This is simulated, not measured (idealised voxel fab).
The document below concerns the process module designated voxel released beams.
It is cross-section cut that appears here, measuring 300 nm in width, its square cells being 5 nm in size.
A cross-section is a grid of square cells, given in bands from the top down. A band is one or more rows of cells. Basically the band line says how high the top is and how high the bottom is, in nm, and then what's in it from left to right, every material with its width in nm. Empty space shows up as "empty", and if a single material carries "throughout" it runs the full band edge to edge. Heights are measured from 0, the level below which the as-received wafer is all one material; the lowest band has no bottom and continues downward, written as in "0 down". Graded width ("30 to 40"): value in top row of band = first number; value in bottom row = second number; row-to-row change constant. "left unchanged" -> step changed no cross-section cell. Look at "Sealed internal cavities" for the closed voids: empty spaces with no open path to the top, sized 8 cells or up. Each is width x height at distance, distance from the left edge, all nm. If you see something after the settings on a step's line, that's the simulator's own remark about that step. Regarding "overlay nm": on a step with a mask, it is the distance the mask lay to the right of its planned place; a negative value places it to the left.
### The planned process steps are enumerated hereunder
1 RECEIVE (material Si)
2 CONFORMAL_DEP (material SiN; thk nm 5)
3 DIRECTIONAL_DEP (material SiO2; thk nm 10)
4 DIRECTIONAL_DEP (material aC; thk nm 10)
5 PATTERN (tone open; mask id ANCHOR; material resist; width nm 40; thk nm 25; overlay nm 0)
6 DIRECTIONAL_ETCH (etch materials aC; depth nm 10)
7 STRIP (etch materials resist)
8 DIRECTIONAL_ETCH (etch materials SiO2; depth nm 10)
9 STRIP (etch materials aC)
10 CONFORMAL_DEP (material W; thk nm 15)
11 DIRECTIONAL_DEP (material aC; thk nm 15)
12 PATTERN (tone cover; mask id BEAM; material resist; width nm 90; thk nm 30; overlay nm 0)
13 DIRECTIONAL_ETCH (etch materials aC; depth nm 15)
14 STRIP (etch materials resist)
15 DIRECTIONAL_ETCH (etch materials W; depth nm 15)
16 STRIP (etch materials aC)
17 STRIP (etch materials SiO2)
### Wafer as received: cross-section following step 1
0 down | Si throughout
Sealed internal cavities: none
### Final cross-section, module run with one mistake (start and plan as above)
30 to 20 | 100 nm empty; 15 nm W; 20 nm empty; 55 nm W; 110 nm empty
20 to 15 | 100 nm empty; 90 nm W; 110 nm empty
15 to 5 | 100 nm empty; 50 nm W; 150 nm empty
5 to 0 | SiN throughout
0 down | Si throughout
Sealed internal cavities: none
Run error: planned and actual differ for step 5; actual: PATTERN (tone open; mask id ANCHOR; material resist; width nm 50; thk nm 25; overlay nm 0)
